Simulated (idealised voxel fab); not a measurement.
Process module name: voxel self aligned contacts
Each square cell in cross-section cut measures 5 nm, and the section as a whole is 190 nm wide.
The cross-sections in this document take the form of a grid made of square cells. They are written out as bands, in order from top to bottom. Each band consists of one or more rows of cells.
Within each band entry, the heights of the top and of the bottom of the band appear first, in that order and in nm; the materials of the band then follow from left to right, each with its corresponding width in nm. The designation "all across" on a single material indicates that it fills the band from edge to edge; the designation "empty" indicates empty space.
Below 0: as-received wafer, all one material; heights counted from there. Lowest band: no bottom, goes on down, written "0..down".
Quick explanation for "30 to 40": the width changes in equal steps down the rows of cells, from the first number in the band's top row to the second number in its bottom row.
Where a step carries "no change", the cross-section came out of it unchanged, cell for cell.
The list in "Enclosed voids" covers empty spaces of 8 cells or more that cannot reach the top through any open way, and it gives each as width x height at distance; the distance is from the left edge, and width, height and distance are in nm.
What comes after the settings on a step's line is commentary from the simulator itself on that step.
overlay nm: mask offset rightward from planned place, masked step; negative means leftward offset.

Process steps foreseen in the plan
1,RECEIVE with material Si
2,OXIDIZE with depth nm 5
3,DIRECTIONAL_DEP with material polySi, thk nm 25
4,DIRECTIONAL_DEP with material SiN, thk nm 25
5,PATTERN with tone cover, mask id GATE, material resist, width nm 25, pitch nm 60, thk nm 20, overlay nm 0
6,DIRECTIONAL_ETCH with etch materials SiN, depth nm 25
7,DIRECTIONAL_ETCH with etch materials polySi, depth nm 25
8,STRIP with etch materials resist
9,CONFORMAL_DEP with material SiN, thk nm 10
10,DIRECTIONAL_ETCH with etch materials SiN, depth nm 10
11,FILL_DEP with material SiO2, thk nm 20
12,CMP with height nm 60
13,DIRECTIONAL_DEP with material aC, thk nm 10
14,PATTERN with tone open, mask id CONTACT, material resist, width nm 45, thk nm 25, overlay nm 0
15,DIRECTIONAL_ETCH with etch materials aC, depth nm 10
16,STRIP with etch materials resist
17,DIRECTIONAL_ETCH with etch materials SiO2, depth nm 65
18,STRIP with etch materials aC
19,CONFORMAL_DEP with material TiN, thk nm 5
20,FILL_DEP with material Ru, thk nm 10
21,CMP with height nm 60
22,CONFORMAL_DEP with material SiCN, thk nm 5

The first of a set of two wafers, run to plan

Incoming wafer, cross-sectional view, post step 1
0..down: Si all across
Enclosed voids: none

Cross-section of the wafer after step 2
0..-5: SiO2 all across
Unchanged below -5.

Cross-section of the wafer after step 3
25..0: polySi all across
Unchanged below 0.

Cross-section of the wafer after step 4
50..25: SiN all across
Unchanged below 25.

Cross-section of the wafer after step 5
70..50: empty=50  resist=25  empty=35  resist=25  empty=55
Unchanged below 50.

Cross-section of the wafer after step 6
70..50: empty=50  resist=25  empty=35  resist=25  empty=55
50..25: empty=50  SiN=25  empty=35  SiN=25  empty=55
Unchanged below 25.

Cross-section of the wafer after step 7
70..50: empty=50  resist=25  empty=35  resist=25  empty=55
50..25: empty=50  SiN=25  empty=35  SiN=25  empty=55
25..0: empty=50  polySi=25  empty=35  polySi=25  empty=55
Unchanged below 0.

Cross-section of the wafer after step 8
50..25: empty=50  SiN=25  empty=35  SiN=25  empty=55
Unchanged below 25.

Cross-section of the wafer after step 9
60..25: empty=40  SiN=45  empty=15  SiN=45  empty=45
25..10: empty=40  SiN=10  polySi=25  SiN=10  empty=15  SiN=10  polySi=25  SiN=10  empty=45
10..0: SiN=50  polySi=25  SiN=35  polySi=25  SiN=55
Unchanged below 0.

Cross-section of the wafer after step 10
50..25: empty=40  SiN=45  empty=15  SiN=45  empty=45
25..0: empty=40  SiN=10  polySi=25  SiN=10  empty=15  SiN=10  polySi=25  SiN=10  empty=45
Unchanged below 0.

Cross-section of the wafer after step 11
70..50: SiO2 all across
50..25: SiO2=40  SiN=45  SiO2=15  SiN=45  SiO2=45
25..0: SiO2=40  SiN=10  polySi=25  SiN=10  SiO2=15  SiN=10  polySi=25  SiN=10  SiO2=45
Unchanged below 0.

Cross-section of the wafer after step 12
60..50: SiO2 all across
Unchanged below 50.

Cross-section of the wafer after step 13
70..60: aC all across
Unchanged below 60.

Cross-section of the wafer after step 14
95..70: resist=70  empty=45  resist=75
Unchanged below 70.

Cross-section of the wafer after step 15
85..70: resist=70  empty=45  resist=75
70..60: aC=70  empty=45  aC=75
Unchanged below 60.

Cross-section of the wafer after step 16
70..60: aC=70  empty=45  aC=75
Unchanged below 60.

Cross-section of the wafer after step 17
70..60: aC=70  empty=45  aC=75
60..50: SiO2=70  empty=45  SiO2=75
50..25: SiO2=40  SiN=45  empty=15  SiN=45  SiO2=45
25..0: SiO2=40  SiN=10  polySi=25  SiN=10  empty=15  SiN=10  polySi=25  SiN=10  SiO2=45
0..-5: SiO2=85  empty=15  SiO2=90
Unchanged below -5.

Cross-section of the wafer after step 18
60..50: SiO2=70  empty=45  SiO2=75
Unchanged below 50.

Cross-section of the wafer after step 19
65..60: TiN=75  empty=35  TiN=80
60..50: SiO2=70  TiN=5 to 20  empty=35 to 5  TiN=5 to 20  SiO2=75
50..25: SiO2=40  SiN=45  TiN=5  empty=5  TiN=5  SiN=45  SiO2=45
25..0: SiO2=40  SiN=10  polySi=25  SiN=10  TiN=5  empty=5  TiN=5  SiN=10  polySi=25  SiN=10  SiO2=45
0..-5: SiO2=85  TiN=15  SiO2=90
Unchanged below -5.

Cross-section of the wafer after step 20
75..65: Ru all across
65..60: TiN=75  Ru=35  TiN=80
60..50: SiO2=70  TiN=5 to 20  Ru=35 to 5  TiN=5 to 20  SiO2=75
50..25: SiO2=40  SiN=45  TiN=5  Ru=5  TiN=5  SiN=45  SiO2=45
25..0: SiO2=40  SiN=10  polySi=25  SiN=10  TiN=5  Ru=5  TiN=5  SiN=10  polySi=25  SiN=10  SiO2=45
Unchanged below 0.

Cross-section of the wafer after step 21
60..50: SiO2=70  TiN=5 to 20  Ru=35 to 5  TiN=5 to 20  SiO2=75
Unchanged below 50.

Cross-section of the wafer after step 22
65..60: SiCN all across
Unchanged below 60.

The remaining wafer, second of the two, started like the first and was run to the same plan, except that one mistake was made along the way; the two coincide through step 12, inclusive

Second wafer cross-section, taken as of the time the plan sets for step 13 to be done
70..50: SiO2 all across
Unchanged below 50.

Second wafer cross-section, taken as of the time the plan sets for step 14 to be done
95..70: resist=70  empty=45  resist=75
Unchanged below 70.

Second wafer cross-section, taken as of the time the plan sets for step 15 to be done
85..70: resist=70  empty=45  resist=75
Unchanged below 70.

Second wafer cross-section, taken as of the time the plan sets for step 16 to be done
70..50: SiO2 all across
Unchanged below 50.

Second wafer cross-section, taken as of the time the plan sets for step 17 to be done
50..25: empty=40  SiN=45  empty=15  SiN=45  empty=45
25..5: empty=40  SiN=10  polySi=25  SiN=10  empty=15  SiN=10  polySi=25  SiN=10  empty=45
Unchanged below 5.

Second wafer cross-section, taken as of the time the plan sets for step 18 to be done: no change

Second wafer cross-section, taken as of the time the plan sets for step 19 to be done
55..50: empty=35  TiN=55  empty=5  TiN=55  empty=40
50..25: empty=35  TiN=5  SiN=45  TiN=5  empty=5  TiN=5  SiN=45  TiN=5  empty=40
25..10: empty=35  TiN=5  SiN=10  polySi=25  SiN=10  TiN=5  empty=5  TiN=5  SiN=10  polySi=25  SiN=10  TiN=5  empty=40
10..5: TiN=40  SiN=10  polySi=25  SiN=10  TiN=15  SiN=10  polySi=25  SiN=10  TiN=45
Unchanged below 5.

Second wafer cross-section, taken as of the time the plan sets for step 20 to be done
65..55: Ru all across
55..50: Ru=35  TiN=55  Ru=5  TiN=55  Ru=40
50..25: Ru=35  TiN=5  SiN=45  TiN=5  Ru=5  TiN=5  SiN=45  TiN=5  Ru=40
25..10: Ru=35  TiN=5  SiN=10  polySi=25  SiN=10  TiN=5  Ru=5  TiN=5  SiN=10  polySi=25  SiN=10  TiN=5  Ru=40
Unchanged below 10.

Second wafer cross-section, taken as of the time the plan sets for step 21 to be done
60..55: Ru all across
Unchanged below 55.

Second wafer cross-section, taken as of the time the plan sets for step 22 to be done
65..60: SiCN all across
Unchanged below 60.
Which mistake was made when the wafer was run? step 13 went in with a setting other than planned; the actual run was DIRECTIONAL_DEP with material SiO2, thk nm 10
Cell-count delta at end, second wafer over first, by material: Ru: 164 more | SiO2: 205 fewer | TiN: 41 more
